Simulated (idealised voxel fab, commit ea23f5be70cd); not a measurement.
Process module heading - voxel ribs on slabs
Square cells of 5 nm make up the cross-section cut, whose width is 140 nm.
In this document a cross-section is written as a grid of square cells. It is given as a series of bands, listed from the top down, and a band is one or more rows of cells. Heights first: top, then bottom, in nm. Then materials, left to right, each with a width in nm. "all across" on a single material: fills the band edge to edge. "blank": empty space. Height is counted from the level 0, under which the received wafer is composed throughout of one material. The lowest of the bands is not closed at the bottom but continues downward, in the notation "0 nm and below". Per-row width for "30->40": begins at first number (top row of band), ends at second number (bottom row), increment between rows held constant. Where the words "all unchanged" appear for a step, the cross-section shows no cell changed by that step; every cell remained as before. The entry "Completely sealed voids" lists the empty spaces that cover at least 8 cells and have no open path to the top. Each is written as width x height at distance, where the distance is measured from the left edge and all three values are in nm. Formally, on a step line, whatever follows the settings is a remark that the simulator itself makes on the step. Regarding "overlay nm": on a step with a mask, it is the distance the mask lay to the right of its planned place; a negative value places it to the left.

## Planned process steps
1: RECEIVE: material Si
2: DIRECTIONAL_DEP: material SiO2, thk nm 30
3: DIRECTIONAL_DEP: material SiN, thk nm 20
4: DIRECTIONAL_DEP: material aC, thk nm 15
5: PATTERN: tone cover, mask id RIB, material resist, width nm 20, thk nm 35, overlay nm 0
6: DIRECTIONAL_ETCH: etch materials aC, depth nm 15
7: STRIP: etch materials resist
8: DIRECTIONAL_ETCH: etch materials SiN, depth nm 10
9: STRIP: etch materials aC
10: DIRECTIONAL_DEP: material aC, thk nm 15
11: PATTERN: tone cover, mask id SLAB, material resist, width nm 50, thk nm 35, overlay nm 0
12: DIRECTIONAL_ETCH: etch materials aC, depth nm 15
13: STRIP: etch materials resist
14: DIRECTIONAL_ETCH: etch materials SiN, depth nm 10
15: STRIP: etch materials aC
16: FILL_DEP: material SiO2, thk nm 25
17: CMP: height nm 65
18: DIRECTIONAL_DEP: material TiN, thk nm 5
19: DIRECTIONAL_DEP: material aC, thk nm 10
20: PATTERN: tone cover, mask id HEATER, material resist, width nm 30, thk nm 25, overlay nm 0
21: DIRECTIONAL_ETCH: etch materials aC, depth nm 10
22: STRIP: etch materials resist
23: DIRECTIONAL_ETCH: etch materials TiN, depth nm 5
24: STRIP: etch materials aC
25: CONFORMAL_DEP: material SiN, thk nm 10

## On the first of the two wafers: run conducted according to plan

## Shown in cross-section is the wafer as received, that is, as it stands after step 1
- 0 nm and below | Si all across
- Completely sealed voids: none

## After step 2, in cross-section
- 30 nm to 0 nm | SiO2 all across
- All layers under 0 are left as they were.

## After step 3, in cross-section
- 50 nm to 30 nm | SiN all across
- All layers under 30 are left as they were.

## After step 4, in cross-section
- 65 nm to 50 nm | aC all across
- All layers under 50 are left as they were.

## After step 5, in cross-section
- 100 nm to 65 nm | blank (60), resist (20), blank (60)
- All layers under 65 are left as they were.

## After step 6, in cross-section
- 85 nm to 65 nm | blank (60), resist (20), blank (60)
- 65 nm to 50 nm | blank (60), aC (20), blank (60)
- All layers under 50 are left as they were.

## After step 7, in cross-section
- 65 nm to 50 nm | blank (60), aC (20), blank (60)
- All layers under 50 are left as they were.

## After step 8, in cross-section
- 65 nm to 50 nm | blank (60), aC (20), blank (60)
- 50 nm to 40 nm | blank (60), SiN (20), blank (60)
- All layers under 40 are left as they were.

## After step 9, in cross-section
- 50 nm to 40 nm | blank (60), SiN (20), blank (60)
- All layers under 40 are left as they were.

## After step 10, in cross-section
- 65 nm to 55 nm | blank (60), aC (20), blank (60)
- 55 nm to 50 nm | aC all across
- 50 nm to 40 nm | aC (60), SiN (20), aC (60)
- All layers under 40 are left as they were.

## After step 11, in cross-section
- 100 nm to 65 nm | blank (45), resist (50), blank (45)
- 65 nm to 55 nm | blank (45), resist (15), aC (20), resist (15), blank (45)
- All layers under 55 are left as they were.

## After step 12, in cross-section
- 85 nm to 65 nm | blank (45), resist (50), blank (45)
- 65 nm to 55 nm | blank (45), resist (15), aC (20), resist (15), blank (45)
- 55 nm to 50 nm | blank (45), aC (50), blank (45)
- 50 nm to 40 nm | blank (45), aC (15), SiN (20), aC (15), blank (45)
- All layers under 40 are left as they were.

## After step 13, in cross-section
- 65 nm to 55 nm | blank (60), aC (20), blank (60)
- All layers under 55 are left as they were.

## After step 14, in cross-section
- 65 nm to 55 nm | blank (60), aC (20), blank (60)
- 55 nm to 50 nm | blank (45), aC (50), blank (45)
- 50 nm to 40 nm | blank (45), aC (15), SiN (20), aC (15), blank (45)
- 40 nm to 30 nm | blank (45), SiN (50), blank (45)
- All layers under 30 are left as they were.

## After step 15, in cross-section
- 50 nm to 40 nm | blank (60), SiN (20), blank (60)
- All layers under 40 are left as they were.

## After step 16, in cross-section
- 75 nm to 50 nm | SiO2 all across
- 50 nm to 40 nm | SiO2 (60), SiN (20), SiO2 (60)
- 40 nm to 30 nm | SiO2 (45), SiN (50), SiO2 (45)
- All layers under 30 are left as they were.

## After step 17, in cross-section
- 65 nm to 50 nm | SiO2 all across
- All layers under 50 are left as they were.

## After step 18, in cross-section
- 70 nm to 65 nm | TiN all across
- All layers under 65 are left as they were.

## After step 19, in cross-section
- 80 nm to 70 nm | aC all across
- All layers under 70 are left as they were.

## After step 20, in cross-section
- 105 nm to 80 nm | blank (55), resist (30), blank (55)
- All layers under 80 are left as they were.

## After step 21, in cross-section
- 95 nm to 80 nm | blank (55), resist (30), blank (55)
- 80 nm to 70 nm | blank (55), aC (30), blank (55)
- All layers under 70 are left as they were.

## After step 22, in cross-section
- 80 nm to 70 nm | blank (55), aC (30), blank (55)
- All layers under 70 are left as they were.

## After step 23, in cross-section
- 80 nm to 70 nm | blank (55), aC (30), blank (55)
- 70 nm to 65 nm | blank (55), TiN (30), blank (55)
- All layers under 65 are left as they were.

## After step 24, in cross-section
- 70 nm to 65 nm | blank (55), TiN (30), blank (55)
- All layers under 65 are left as they were.

## After step 25, in cross-section
- 80 nm to 75 nm | blank (45), SiN (50), blank (45)
- 75 nm to 70 nm | SiN all across
- 70 nm to 65 nm | SiN (55), TiN (30), SiN (55)
- All layers under 65 are left as they were.

## Okay, second wafer. Nothing different at the start, nothing different in the plan, just one mistake somewhere in the running. As far as step 19, counting that step, it's the first wafer all over again

## The second wafer in cross-section, at the planned close of step 20
- 105 nm to 80 nm | resist (55), blank (30), resist (55)
- All layers under 80 are left as they were.

## The second wafer in cross-section, at the planned close of step 21
- 95 nm to 80 nm | resist (55), blank (30), resist (55)
- 80 nm to 70 nm | aC (55), blank (30), aC (55)
- All layers under 70 are left as they were.

## The second wafer in cross-section, at the planned close of step 22
- 80 nm to 70 nm | aC (55), blank (30), aC (55)
- All layers under 70 are left as they were.

## The second wafer in cross-section, at the planned close of step 23
- 80 nm to 70 nm | aC (55), blank (30), aC (55)
- 70 nm to 65 nm | TiN (55), blank (30), TiN (55)
- All layers under 65 are left as they were.

## The second wafer in cross-section, at the planned close of step 24
- 70 nm to 65 nm | TiN (55), blank (30), TiN (55)
- All layers under 65 are left as they were.

## The second wafer in cross-section, at the planned close of step 25
- 80 nm to 75 nm | SiN (65), blank (10), SiN (65)
- 75 nm to 70 nm | SiN all across
- 70 nm to 65 nm | TiN (55), SiN (30), TiN (55)
- All layers under 65 are left as they were.
Nonconformance to the process plan: step 20 changed vs plan, executed as PATTERN: tone open, mask id HEATER, material resist, width nm 30, thk nm 25, overlay nm 0
Wrapping up, a cell-based count of both wafers puts the second over or under the first for these materials: TiN +16
